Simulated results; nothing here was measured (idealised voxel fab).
Process module, titled voxel fin reveal
cross-section cut | 265 nm wide | cells 5 nm
The cross-sections in this document take the form of a grid made of square cells. They are written out as bands, in order from top to bottom. Each band consists of one or more rows of cells.
In this notation a band is specified by the heights of its top and bottom, in that order and in nm, after which its materials appear from left to right, each paired with its width in nm. The word "everywhere" attached to a single material means that material fills the band from edge to edge; the word "empty" stands for empty space.
Height is counted from the level 0, under which the received wafer is composed throughout of one material. The lowest of the bands is not closed at the bottom but continues downward, in the notation "z 0 and below".
Per-row width for "30..40": begins at first number (top row of band), ends at second number (bottom row), increment between rows held constant.
Where the words "no modifications" appear for a step, the cross-section shows no cell changed by that step; every cell remained as before.
Look at "Sealed internal cavities" for the closed voids: empty spaces with no open path to the top, sized 8 cells or up. Each is width x height at distance, distance from the left edge, all nm.
Anything after a step's settings on that line? It's the simulator's own note about the step.
Regarding "overlay nm": on a step with a mask, it is the distance the mask lay to the right of its planned place; a negative value places it to the left.
## The steps planned for the process are as follows
1) RECEIVE,material Si
2) CONFORMAL_DEP,material SiN,thk nm 10
3) DIRECTIONAL_DEP,material aC,thk nm 15
4) PATTERN,tone cover,mask id FINS,material resist,width nm 15,pitch nm 40,thk nm 35,overlay nm 0
5) DIRECTIONAL_ETCH,etch materials aC,depth nm 15
6) STRIP,etch materials resist
7) DIRECTIONAL_ETCH,etch materials SiN,depth nm 10
8) DIRECTIONAL_ETCH,etch materials Si,depth nm 30
9) STRIP,etch materials aC
10) OXIDIZE,depth nm 5
11) FILL_DEP,material SiO2,thk nm 10
12) CMP,height nm 10
13) SELECTIVE_ETCH,etch materials SiO2,depth nm 30
14) STRIP,etch materials SiN
15) CONFORMAL_DEP,material SiO2,thk nm 5
## First wafer out of two, processed as planned
## As-received wafer cross-section (after step 1)
z 0 and below | Si everywhere
Sealed internal cavities: none
## Cross-section through the wafer, step 2 finished
z 10 to 0 | SiN everywhere
Lower than 0, everything is as it was.
## Cross-section through the wafer, step 3 finished
z 25 to 10 | aC everywhere
Lower than 10, everything is as it was.
## Cross-section through the wafer, step 4 finished
z 60 to 25 | empty 85; resist 15; empty 25; resist 15; empty 25; resist 15; empty 85
Lower than 25, everything is as it was.
## Cross-section through the wafer, step 5 finished
z 45 to 25 | empty 85; resist 15; empty 25; resist 15; empty 25; resist 15; empty 85
z 25 to 10 | empty 85; aC 15; empty 25; aC 15; empty 25; aC 15; empty 85
Lower than 10, everything is as it was.
## Cross-section through the wafer, step 6 finished
z 25 to 10 | empty 85; aC 15; empty 25; aC 15; empty 25; aC 15; empty 85
Lower than 10, everything is as it was.
## Cross-section through the wafer, step 7 finished
z 25 to 10 | empty 85; aC 15; empty 25; aC 15; empty 25; aC 15; empty 85
z 10 to 0 | empty 85; SiN 15; empty 25; SiN 15; empty 25; SiN 15; empty 85
Lower than 0, everything is as it was.
## Cross-section through the wafer, step 8 finished
z 25 to 10 | empty 85; aC 15; empty 25; aC 15; empty 25; aC 15; empty 85
z 10 to 0 | empty 85; SiN 15; empty 25; SiN 15; empty 25; SiN 15; empty 85
z 0 to -30 | empty 85; Si 15; empty 25; Si 15; empty 25; Si 15; empty 85
Lower than -30, everything is as it was.
## Cross-section through the wafer, step 9 finished
z 10 to 0 | empty 85; SiN 15; empty 25; SiN 15; empty 25; SiN 15; empty 85
Lower than 0, everything is as it was.
## Cross-section through the wafer, step 10 finished
z 10 to 0 | empty 85; SiN 15; empty 25; SiN 15; empty 25; SiN 15; empty 85
z 0 to -30 | empty 85; SiO2 5; Si 5; SiO2 5; empty 25; SiO2 5; Si 5; SiO2 5; empty 25; SiO2 5; Si 5; SiO2 5; empty 85
z -30 to -35 | SiO2 90; Si 5; SiO2 35; Si 5; SiO2 35; Si 5; SiO2 90
Lower than -35, everything is as it was.
## Cross-section through the wafer, step 11 finished
z 20 to 10 | SiO2 everywhere
z 10 to 0 | SiO2 85; SiN 15; SiO2 25; SiN 15; SiO2 25; SiN 15; SiO2 85
z 0 to -35 | SiO2 90; Si 5; SiO2 35; Si 5; SiO2 35; Si 5; SiO2 90
Lower than -35, everything is as it was.
## Cross-section through the wafer, step 12 finished
z 10 to 0 | SiO2 85; SiN 15; SiO2 25; SiN 15; SiO2 25; SiN 15; SiO2 85
Lower than 0, everything is as it was.
## Cross-section through the wafer, step 13 finished
z 10 to 0 | empty 85; SiN 15; empty 25; SiN 15; empty 25; SiN 15; empty 85
z 0 to -20 | empty 90; Si 5; empty 35; Si 5; empty 35; Si 5; empty 90
Lower than -20, everything is as it was.
## Cross-section through the wafer, step 14 finished
z 0 to -20 | empty 90; Si 5; empty 35; Si 5; empty 35; Si 5; empty 90
Lower than -20, everything is as it was.
## Cross-section through the wafer, step 15 finished
z 5 to 0 | empty 85; SiO2 15; empty 25; SiO2 15; empty 25; SiO2 15; empty 85
z 0 to -15 | empty 85; SiO2 5; Si 5; SiO2 5; empty 25; SiO2 5; Si 5; SiO2 5; empty 25; SiO2 5; Si 5; SiO2 5; empty 85
z -15 to -35 | SiO2 90; Si 5; SiO2 35; Si 5; SiO2 35; Si 5; SiO2 90
Lower than -35, everything is as it was.
## Second wafer: same start and same plan as the first, one execution error; identical to the first through step 10
## Cross-section of the second wafer corresponding to the planned conclusion of step 11
z 20 to 0 | SiN everywhere
z 0 to -30 | SiN 85; SiO2 5; Si 5; SiO2 5; SiN 25; SiO2 5; Si 5; SiO2 5; SiN 25; SiO2 5; Si 5; SiO2 5; SiN 85
Lower than -30, everything is as it was.
## Cross-section of the second wafer corresponding to the planned conclusion of step 12
z 10 to 0 | SiN everywhere
Lower than 0, everything is as it was.
Cross-section of the second wafer corresponding to the planned conclusion of step 13: no modifications
## Cross-section of the second wafer corresponding to the planned conclusion of step 14
z 0 to -30 | empty 85; SiO2 5; Si 5; SiO2 5; empty 25; SiO2 5; Si 5; SiO2 5; empty 25; SiO2 5; Si 5; SiO2 5; empty 85
Lower than -30, everything is as it was.
## Cross-section of the second wafer corresponding to the planned conclusion of step 15
z 5 to 0 | empty 80; SiO2 25; empty 15; SiO2 25; empty 15; SiO2 25; empty 80
z 0 to -25 | empty 80; SiO2 10; Si 5; SiO2 10; empty 15; SiO2 10; Si 5; SiO2 10; empty 15; SiO2 10; Si 5; SiO2 10; empty 80
z -25 to -35 | SiO2 90; Si 5; SiO2 35; Si 5; SiO2 35; Si 5; SiO2 90
Lower than -35, everything is as it was.
Which mistake was made when the wafer was run? step 11 ran differently from the plan; actual operation with settings: FILL_DEP,material SiN,thk nm 10
The second wafer ends with more or fewer cells of some materials than the first, per final count: SiO2: 52 fewer
